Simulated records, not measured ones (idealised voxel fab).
Proc. module: voxel gate over fins
In the cross-section labelled cut, the width is 240 nm and each square cell is 5 nm.
Notation: cross-section as square-cell grid; stated in bands, top first, going down; one or more cell rows per band. Quick guide to a band line: top height, bottom height (nm) up front; then every material left to right with its width in nm. Only one material and it's marked "edge to edge"? Then it fills the band edge to edge. And "empty" just means empty space. Zero point of the height axis is 0; under it, received wafer = one material. Lowest band: continues down indefinitely, "0 and below". A two-number width, for instance "30..40", indicates that the width is equal to the first number in the top row of the band and to the second number in the bottom row, and that it changes by a constant amount per row of cells. Step note "no modifications" = no cross-section cell changed. Listed in "Entrapped voids": every empty space of 8 or more cells without an open way to the top. Form: width x height at distance, the distance being from the left edge, all in nm. Text after the settings on a step's line: the simulator's own remark on that step. overlay nm, on a step with a mask: how far to the right of its planned place the mask lay; to the left if negative.
Here's what the planned process steps look like
| 1 | RECEIVE | material Si |
| 2 | CONFORMAL_DEP | material SiN | thk nm 10 |
| 3 | MASKED_ETCH | tone cover | mask id FINS | width nm 15 | pitch nm 60 | etch materials SiN | depth nm 10 | overlay nm 0 |
| 4 | MASKED_ETCH | tone cover | mask id FINS | width nm 15 | pitch nm 60 | etch materials Si | depth nm 40 | overlay nm 0 |
| 5 | FILL_DEP | material SiO2 | thk nm 15 |
| 6 | CMP | height nm 10 |
| 7 | PATTERN | tone open | mask id RAIL | material resist | width nm 15 | thk nm 15 | overlay nm 0 |
| 8 | DIRECTIONAL_ETCH | etch materials SiO2 | depth nm 45 |
| 9 | STRIP | etch materials resist |
| 10 | CONFORMAL_DEP | material TiN | thk nm 5 |
| 11 | FILL_DEP | material W | thk nm 5 |
| 12 | CMP | height nm 10 |
| 13 | SELECTIVE_ETCH | etch materials W Ru TiN | depth nm 30 |
| 14 | FILL_DEP | material SiO2 | thk nm 5 |
| 15 | CMP | height nm 10 |
| 16 | SELECTIVE_ETCH | etch materials SiO2 | depth nm 25 |
| 17 | STRIP | etch materials SiN |
| 18 | CONFORMAL_DEP | material HfO2 | thk nm 5 |
| 19 | CONFORMAL_DEP | material TiN | thk nm 5 |
| 20 | FILL_DEP | material W | thk nm 10 |
| 21 | CMP | height nm 15 |
| 22 | CONFORMAL_DEP | material SiN | thk nm 10 |
Delivered wafer in cross-section: state after step 1
* 0 and below  Si edge to edge
* Entrapped voids: none
Post-module cross-section of the first of two wafers (run per plan)
* 25 down to 15  SiN edge to edge
* 15 down to 10  W edge to edge
* 10 down to 5  70 nm W / 35 nm TiN / 25 nm W / 35 nm TiN / 75 nm W
* 5 down to 0  70 nm W / 5 nm TiN / 25 nm HfO2 / 5 nm TiN / 25 nm W / 5 nm TiN / 25 nm HfO2 / 5 nm TiN / 75 nm W
* 0 down to -5  70 nm W / 5 nm TiN / 5 nm HfO2 / 15 nm Si / 5 nm HfO2 / 5 nm TiN / 25 nm W / 5 nm TiN / 5 nm HfO2 / 15 nm Si / 5 nm HfO2 / 5 nm TiN / 75 nm W
* -5 down to -10  75 nm TiN / 5 nm HfO2 / 15 nm Si / 5 nm HfO2 / 35 nm TiN / 5 nm HfO2 / 15 nm Si / 5 nm HfO2 / 80 nm TiN
* -10 down to -15  80 nm HfO2 / 15 nm Si / 45 nm HfO2 / 15 nm Si / 85 nm HfO2
* -15 down to -20  80 nm SiO2 / 15 nm Si / 45 nm SiO2 / 15 nm Si / 85 nm SiO2
* -20 down to -30  80 nm SiO2 / 15 nm Si / 15 nm SiO2 / 5 nm TiN / 5 nm W / 5 nm TiN / 15 nm SiO2 / 15 nm Si / 85 nm SiO2
* -30 down to -35  80 nm SiO2 / 15 nm Si / 15 nm SiO2 / 15 nm TiN / 15 nm SiO2 / 15 nm Si / 85 nm SiO2
* -35 down to -40  80 nm SiO2 / 15 nm Si / 45 nm SiO2 / 15 nm Si / 85 nm SiO2
* -40 and below  Si edge to edge
* Entrapped voids: none
Cross-sectional view of the second of two wafers upon completion of the module. This wafer shared its starting condition and process plan with the first; one error was made during its execution
* 25 down to 15  SiN edge to edge
* 15 down to 10  W edge to edge
* 10 down to 5  70 nm W / 35 nm HfO2 / 25 nm W / 35 nm HfO2 / 75 nm W
* 5 down to 0  70 nm W / 5 nm HfO2 / 25 nm TiN / 5 nm HfO2 / 25 nm W / 5 nm HfO2 / 25 nm TiN / 5 nm HfO2 / 75 nm W
* 0 down to -5  70 nm W / 5 nm HfO2 / 5 nm TiN / 15 nm Si / 5 nm TiN / 5 nm HfO2 / 25 nm W / 5 nm HfO2 / 5 nm TiN / 15 nm Si / 5 nm TiN / 5 nm HfO2 / 75 nm W
* -5 down to -10  75 nm HfO2 / 5 nm TiN / 15 nm Si / 5 nm TiN / 35 nm HfO2 / 5 nm TiN / 15 nm Si / 5 nm TiN / 80 nm HfO2
* -10 down to -15  80 nm TiN / 15 nm Si / 45 nm TiN / 15 nm Si / 85 nm TiN
* -15 down to -20  80 nm SiO2 / 15 nm Si / 45 nm SiO2 / 15 nm Si / 85 nm SiO2
* -20 down to -30  80 nm SiO2 / 15 nm Si / 15 nm SiO2 / 5 nm TiN / 5 nm W / 5 nm TiN / 15 nm SiO2 / 15 nm Si / 85 nm SiO2
* -30 down to -35  80 nm SiO2 / 15 nm Si / 15 nm SiO2 / 15 nm TiN / 15 nm SiO2 / 15 nm Si / 85 nm SiO2
* -35 down to -40  80 nm SiO2 / 15 nm Si / 45 nm SiO2 / 15 nm Si / 85 nm SiO2
* -40 and below  Si edge to edge
* Entrapped voids: none
Deviation from plan: the intended sequence of steps 18 and 19 was reversed during processing, with each occupying the position of the other
Comparing end states, the material composition by cell count is preserved from the first wafer to the second, while the locations of the cells are not.
